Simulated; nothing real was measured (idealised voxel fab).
Herein follows the process module entitled voxel trench capacitor.
FYI the section here is cut, 165 nm wide, cells are 5 nm squares.
Think of the cross-section as a grid of square cells. We describe it in bands, top to bottom, and each band covers one or more rows of those cells. Within each band entry, the heights of the top and of the bottom of the band appear first, in that order and in nm; the materials of the band then follow from left to right, each with its corresponding width in nm. The designation "throughout" on a single material indicates that it fills the band from edge to edge; the designation "air" indicates empty space. Where do heights start? At 0: under that level the wafer as delivered is made of one material only. And the lowest band has no floor; it just carries on downward, as in "z 0 and below". It should be noted that a width expressed as "30->40" varies in equal increments from row to row of cells within the band, taking the value of the first number at the top row and that of the second number at the bottom row. Step marked "no change occurred"? Then no cell in the cross-section changed in it. Voids not open to the top, 8 cells minimum: see "Enclosed internal voids". Written width x height at distance; distance is from the left edge; nm. That trailing text on a step's line, after the settings, is the simulator's own remark on the step. overlay nm: for a step with a mask, the amount by which the mask lay right of where it was planned; a negative amount means left of it.

Set out below are the planned steps of the process
step 1: op RECEIVE | material Si
step 2: op CONFORMAL_DEP | material SiN | thk nm 5
step 3: op PATTERN | tone open | mask id TRENCH | material resist | width nm 15 | pitch nm 45 | thk nm 15 | overlay nm 0
step 4: op DIRECTIONAL_ETCH | etch materials SiN | depth nm 5
step 5: op DIRECTIONAL_ETCH | etch materials Si | depth nm 25
step 6: op STRIP | etch materials resist
step 7: op CONFORMAL_DEP | material SiO2 | thk nm 5
step 8: op FILL_DEP | material polySi | thk nm 10
step 9: op CMP | height nm 5
For clarity, it should be stated that the wafers under discussion commence in an identical condition and differ with respect to the width nm of step 3, the plan indicating the value that the first wafer had.

After step 1, as received: first of several wafers, cross-section
> z 0 and below  Si throughout
> Enclosed internal voids: none

Here is how to read the rows: every wafer has a row, and it shows the wafer at the end of the module, giving for each material how many cells were gained (+) or lost (-) since the wafer was received, then listing its closed voids
width nm 15; -30 Si; +27 SiN; +26 SiO2; +10 polySi; Enclosed internal voids: none
width nm 20; -40 Si; +25 SiN; +28 SiO2; +20 polySi; Enclosed internal voids: none
width nm 25; -50 Si; +23 SiN; +30 SiO2; +30 polySi; Enclosed internal voids: none
width nm 30; -60 Si; +21 SiN; +32 SiO2; +40 polySi; Enclosed internal voids: none
